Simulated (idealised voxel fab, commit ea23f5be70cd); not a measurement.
process module | voxel spacer lines
cross-section cut | 295 nm wide | cells 5 nm
A cross-section is a grid of square cells, given in bands from the top down. A band is one or more rows of cells.
Each band's line starts with the height of the band's top and of its bottom, in nm. Then come its materials from left to right, each with its width in nm. One material with "throughout" fills the band from edge to edge. "air" is empty space.
Height 0 is the level under which the wafer as received is all one material. The lowest band goes on downwards, as in "0 down".
A width such as "30 to 40" changes by the same amount from each row of cells to the next, from the band's top row to its bottom row.
"no change" after a step means that no cell of the cross-section changed.
closed voids: empty space of 8 cells or more with no open way to the top, each as width x height at its distance from the left edge, in nm
after a step's settings: what the simulator itself notes on the step
overlay nm, on a step with a mask: how far to the right of its planned place the mask lay; to the left if negative
plan
1 op RECEIVE | material Si
2 op CONFORMAL_DEP | material Al2O3 | thk nm 10
3 op DIRECTIONAL_DEP | material SiN | thk nm 20
4 op DIRECTIONAL_DEP | material aC | thk nm 30
5 op PATTERN | tone cover | mask id MANDREL | material resist | width nm 15 | pitch nm 60 | thk nm 40 | overlay nm 0
6 op DIRECTIONAL_ETCH | etch materials aC | depth nm 30
7 op STRIP | etch materials resist
8 op CONFORMAL_DEP | material SiO2 | thk nm 15
9 op DIRECTIONAL_ETCH | etch materials SiO2 | depth nm 15
10 op STRIP | etch materials aC
11 op DIRECTIONAL_ETCH | etch materials SiN | depth nm 20
12 op STRIP | etch materials SiO2
13 op FILL_DEP | material SiO2 | thk nm 10
14 op CMP | height nm 30
as received, after step 1
  0 down: Si throughout
  closed voids: none
first wafer at the end, as planned
  30 to 10: SiO2 65 | SiN 15 | SiO2 15 | SiN 15 | SiO2 15 | SiN 15 | SiO2 15 | SiN 15 | SiO2 15 | SiN 15 | SiO2 15 | SiN 15 | SiO2 65
  10 to 0: Al2O3 throughout
  0 down: Si throughout
  closed voids: none
second wafer at the end: like start, like plan, one mistake
  20 to 10: SiO2 65 | SiN 15 | SiO2 15 | SiN 15 | SiO2 15 | SiN 15 | SiO2 15 | SiN 15 | SiO2 15 | SiN 15 | SiO2 15 | SiN 15 | SiO2 65
  10 to 0: Al2O3 throughout
  0 down: Si throughout
  closed voids: none
what went wrong: step 14 ran as: op CMP | height nm 20
at the end the second wafer has, in cells: 36 fewer of SiN | 82 fewer of SiO2
